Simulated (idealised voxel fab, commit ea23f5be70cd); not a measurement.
process module | voxel wiring stack
cross-section cut | 165 nm wide | cells 5 nm
A cross-section is a grid of square cells, given in bands from the top down. A band is one or more rows of cells.
Each band's line starts with the height of the band's top and of its bottom, in nm. Then come its materials from left to right, each with its width in nm. One material with "throughout" fills the band from edge to edge. "air" is empty space.
Height 0 is the level under which the wafer as received is all one material. The lowest band goes on downwards, as in "0 down".
A width such as "30 to 40" changes by the same amount from each row of cells to the next, from the band's top row to its bottom row.
"no change" after a step means that no cell of the cross-section changed.
closed voids: empty space of 8 cells or more with no open way to the top, each as width x height at its distance from the left edge, in nm
after a step's settings: what the simulator itself notes on the step
overlay nm, on a step with a mask: how far to the right of its planned place the mask lay; to the left if negative
plan
1 op RECEIVE | material Si
2 op CONFORMAL_DEP | material SiO2 | thk nm 10
3 op DIRECTIONAL_DEP | material TiN | thk nm 5
4 op DIRECTIONAL_DEP | material W | thk nm 25
5 op PATTERN | tone cover | mask id METAL_1 | material resist | width nm 20 | pitch nm 40 | thk nm 15 | overlay nm 0
6 op DIRECTIONAL_ETCH | etch materials W | depth nm 25
7 op DIRECTIONAL_ETCH | etch materials TiN | depth nm 5
8 op STRIP | etch materials resist
9 op CONFORMAL_DEP | material SiCN | thk nm 5
10 op FILL_DEP | material lowk | thk nm 10
11 op CMP | height nm 40
12 op CONFORMAL_DEP | material SiCN | thk nm 5
13 op DIRECTIONAL_DEP | material SiO2 | thk nm 20
14 op DIRECTIONAL_DEP | material aC | thk nm 10
15 op PATTERN | tone open | mask id PLUG_1 | material resist | width nm 15 | pitch nm 40 | thk nm 25 | overlay nm 0
16 op DIRECTIONAL_ETCH | etch materials aC | depth nm 10
17 op STRIP | etch materials resist
18 op DIRECTIONAL_ETCH | etch materials SiO2 | depth nm 20
19 op DIRECTIONAL_ETCH | etch materials SiCN | depth nm 5
20 op STRIP | etch materials aC
21 op CONFORMAL_DEP | material TiN | thk nm 5
22 op FILL_DEP | material Cu | thk nm 10
23 op CMP | height nm 65
24 op DIRECTIONAL_DEP | material TiN | thk nm 5
25 op DIRECTIONAL_DEP | material Ru | thk nm 15
26 op PATTERN | tone cover | mask id METAL_2 | material resist | width nm 20 | pitch nm 40 | thk nm 20 | overlay nm 0
27 op DIRECTIONAL_ETCH | etch materials Ru | depth nm 15
28 op DIRECTIONAL_ETCH | etch materials TiN | depth nm 5
29 op STRIP | etch materials resist
30 op FILL_DEP | material lowk | thk nm 10
31 op CMP | height nm 85
32 op CONFORMAL_DEP | material SiCN | thk nm 5
33 op DIRECTIONAL_DEP | material lowk | thk nm 20
34 op PATTERN | tone open | mask id PLUG_2 | material resist | width nm 15 | pitch nm 40 | thk nm 15 | overlay nm 0
35 op DIRECTIONAL_ETCH | etch materials lowk | depth nm 20
36 op DIRECTIONAL_ETCH | etch materials SiCN | depth nm 5
37 op STRIP | etch materials resist
38 op EPI | material Ru | thk nm 10
39 op EPI | material Ru | thk nm 10
40 op EPI | material Ru | thk nm 5
41 op DIRECTIONAL_DEP | material TiN | thk nm 5
42 op DIRECTIONAL_DEP | material Ru | thk nm 15
43 op DIRECTIONAL_DEP | material aC | thk nm 10
44 op PATTERN | tone cover | mask id METAL_3 | material resist | width nm 20 | pitch nm 40 | thk nm 25 | overlay nm 0
45 op DIRECTIONAL_ETCH | etch materials aC | depth nm 10
46 op STRIP | etch materials resist
47 op DIRECTIONAL_ETCH | etch materials Ru | depth nm 15
48 op DIRECTIONAL_ETCH | etch materials TiN | depth nm 5
49 op STRIP | etch materials aC
50 op CONFORMAL_DEP | material SiN | thk nm 5
51 op FILL_DEP | material SiO2 | thk nm 10
52 op CMP | height nm 130
53 op CONFORMAL_DEP | material SiCN | thk nm 5
54 op DIRECTIONAL_DEP | material lowk | thk nm 20
55 op MASKED_ETCH | tone open | mask id PLUG_3 | width nm 15 | pitch nm 40 | etch materials lowk | depth nm 20 | overlay nm 0
56 op MASKED_ETCH | tone open | mask id PLUG_3 | width nm 15 | pitch nm 40 | etch materials SiCN | depth nm 5 | overlay nm 0
57 op EPI | material Ru | thk nm 10
58 op EPI | material Ru | thk nm 10
59 op EPI | material Ru | thk nm 5
60 op DIRECTIONAL_DEP | material TiN | thk nm 5
61 op DIRECTIONAL_DEP | material W | thk nm 15
62 op MASKED_ETCH | tone cover | mask id METAL_4 | width nm 20 | pitch nm 40 | etch materials W | depth nm 15 | overlay nm 0
63 op MASKED_ETCH | tone cover | mask id METAL_4 | width nm 20 | pitch nm 40 | etch materials TiN | depth nm 5 | overlay nm 0
64 op FILL_DEP | material SiO2 | thk nm 10
65 op CMP | height nm 175
66 op CONFORMAL_DEP | material SiCN | thk nm 5
as received, after step 1
  0 down: Si throughout
  closed voids: none
first wafer at the end, as planned
  180 to 175: SiCN throughout
  175 to 160: SiO2 30 | W 20 | SiO2 20 | W 20 | SiO2 20 | W 20 | SiO2 35
  160 to 155: SiO2 30 | TiN 20 | SiO2 20 | TiN 20 | SiO2 20 | TiN 20 | SiO2 35
  155 to 135: lowk 30 | Ru 15 | lowk 25 | Ru 15 | lowk 25 | Ru 15 | lowk 40
  135 to 130: SiCN 30 | Ru 15 | SiCN 25 | Ru 15 | SiCN 25 | Ru 15 | SiCN 40
  130 to 115: SiO2 25 | SiN 5 | Ru 20 | SiN 5 | SiO2 10 | SiN 5 | Ru 20 | SiN 5 | SiO2 10 | SiN 5 | Ru 20 | SiN 5 | SiO2 30
  115 to 110: SiN 30 | TiN 20 | SiN 20 | TiN 20 | SiN 20 | TiN 20 | SiN 35
  110 to 90: lowk 30 | Ru 15 | lowk 25 | Ru 15 | lowk 25 | Ru 15 | lowk 40
  90 to 85: SiCN 30 | Ru 15 | SiCN 25 | Ru 15 | SiCN 25 | Ru 15 | SiCN 40
  85 to 70: lowk 30 | Ru 20 | lowk 20 | Ru 20 | lowk 20 | Ru 20 | lowk 35
  70 to 65: lowk 30 | TiN 20 | lowk 20 | TiN 20 | lowk 20 | TiN 20 | lowk 35
  65 to 45: SiO2 30 | TiN 5 | Cu 5 | TiN 5 | SiO2 25 | TiN 5 | Cu 5 | TiN 5 | SiO2 25 | TiN 5 | Cu 5 | TiN 5 | SiO2 40
  45 to 40: SiCN 30 | TiN 15 | SiCN 25 | TiN 15 | SiCN 25 | TiN 15 | SiCN 40
  40 to 15: lowk 25 | SiCN 5 | W 20 | SiCN 5 | lowk 10 | SiCN 5 | W 20 | SiCN 5 | lowk 10 | SiCN 5 | W 20 | SiCN 5 | lowk 30
  15 to 10: SiCN 30 | TiN 20 | SiCN 20 | TiN 20 | SiCN 20 | TiN 20 | SiCN 35
  10 to 0: SiO2 throughout
  0 down: Si throughout
  closed voids: none
second wafer at the end: like start, like plan, one mistake
  180 to 175: SiCN throughout
  175 to 160: SiO2 30 | W 20 | SiO2 20 | W 20 | SiO2 20 | W 20 | SiO2 35
  160 to 155: SiO2 30 | TiN 20 | SiO2 20 | TiN 20 | SiO2 20 | TiN 20 | SiO2 35
  155 to 135: lowk 30 | Ru 15 | lowk 25 | Ru 15 | lowk 25 | Ru 15 | lowk 40
  135 to 130: SiCN 30 | Ru 15 | SiCN 25 | Ru 15 | SiCN 25 | Ru 15 | SiCN 40
  130 to 115: SiO2 25 | SiN 5 | Ru 20 | SiN 5 | SiO2 10 | SiN 5 | Ru 20 | SiN 5 | SiO2 10 | SiN 5 | Ru 20 | SiN 5 | SiO2 30
  115 to 110: SiN 30 | TiN 20 | SiN 20 | TiN 20 | SiN 20 | TiN 20 | SiN 35
  110 to 90: lowk 30 | Ru 15 | lowk 25 | Ru 15 | lowk 25 | Ru 15 | lowk 40
  90 to 85: SiCN 30 | Ru 15 | SiCN 25 | Ru 15 | SiCN 25 | Ru 15 | SiCN 40
  85 to 80: lowk 30 | TiN 20 | lowk 20 | TiN 20 | lowk 20 | TiN 20 | lowk 35
  80 to 65: Ru throughout
  65 to 45: SiO2 30 | TiN 5 | Cu 5 | TiN 5 | SiO2 25 | TiN 5 | Cu 5 | TiN 5 | SiO2 25 | TiN 5 | Cu 5 | TiN 5 | SiO2 40
  45 to 40: SiCN 30 | TiN 15 | SiCN 25 | TiN 15 | SiCN 25 | TiN 15 | SiCN 40
  40 to 15: lowk 25 | SiCN 5 | W 20 | SiCN 5 | lowk 10 | SiCN 5 | W 20 | SiCN 5 | lowk 10 | SiCN 5 | W 20 | SiCN 5 | lowk 30
  15 to 10: SiCN 30 | TiN 20 | SiCN 20 | TiN 20 | SiCN 20 | TiN 20 | SiCN 35
  10 to 0: SiO2 throughout
  0 down: Si throughout
  closed voids: none
what went wrong: steps 24 and 25 were swapped
at the end the second wafer has, in cells: 63 more of Ru | 63 fewer of lowk
